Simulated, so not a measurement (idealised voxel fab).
The process module that follows is named voxel spacer lines.
The cross-section shown here is cut; it is 225 nm wide and divided into square cells measuring 5 nm on a side.
How to read a cross-section here: the picture is a grid of square cells, written as bands going from the top down, and any band can span one or more rows of cells. Top height, bottom height, nm. Materials left to right, width each, nm. Single material + "throughout" = fills band edge to edge. "empty" = empty. Basically, 0 is our baseline, since under it the wafer straight out of the box is all one material. The bottom band has no lower end and keeps on going down, so it looks like "z 0 and below". The width entry "30..40" should be interpreted row by row: the top row of cells in the band takes the first number, the bottom row takes the second number, and the change between adjacent rows is uniform throughout. What does "identical to before" mean for a step? It means no cell of the cross-section changed in that step. Look at "Sealed void inventory" for the closed voids: empty spaces with no open path to the top, sized 8 cells or up. Each is width x height at distance, distance from the left edge, all nm. Step line, after settings: the simulator's comment on this step. What "overlay nm" on a step's line means: if the step has a mask, that mask lay this far to the right of its planned place, or, when the value is negative, to the left.

# These are the steps we planned for the process
- 1: RECEIVE | material Si
- 2: CONFORMAL_DEP | material SiO2 | thk nm 5
- 3: DIRECTIONAL_DEP | material polySi | thk nm 20
- 4: DIRECTIONAL_DEP | material aC | thk nm 25
- 5: PATTERN | tone cover | mask id MANDREL | material resist | width nm 15 | pitch nm 60 | thk nm 30 | overlay nm 0
- 6: DIRECTIONAL_ETCH | etch materials aC | depth nm 25
- 7: STRIP | etch materials resist
- 8: CONFORMAL_DEP | material SiN | thk nm 15
- 9: DIRECTIONAL_ETCH | etch materials SiN | depth nm 15
- 10: STRIP | etch materials aC
- 11: DIRECTIONAL_ETCH | etch materials polySi | depth nm 20
- 12: STRIP | etch materials SiN

# Here's what the wafer looked like in cross-section when it arrived - that's after step 1
> z 0 and below = Si throughout
> Sealed void inventory: none

# Run as planned - first of the two wafers cross-sectioned at the end of the module
> z 25 to 5 = empty (60); polySi (15); empty (15); polySi (15); empty (15); polySi (15); empty (15); polySi (15); empty (60)
> z 5 to 0 = SiO2 throughout
> z 0 and below = Si throughout
> Sealed void inventory: none

# Wafer two, end of module, cross-section. Same start, same plan as wafer one. One mistake in the run
> z 30 to 5 = polySi throughout
> z 5 to 0 = SiO2 throughout
> z 0 and below = Si throughout
> Sealed void inventory: none
What broke from the plan during processing? step 4 changed vs plan, executed as DIRECTIONAL_DEP | material polySi | thk nm 25
The closing comparison, in cells, has the second wafer with more or fewer of some materials than the first: +177 polySi
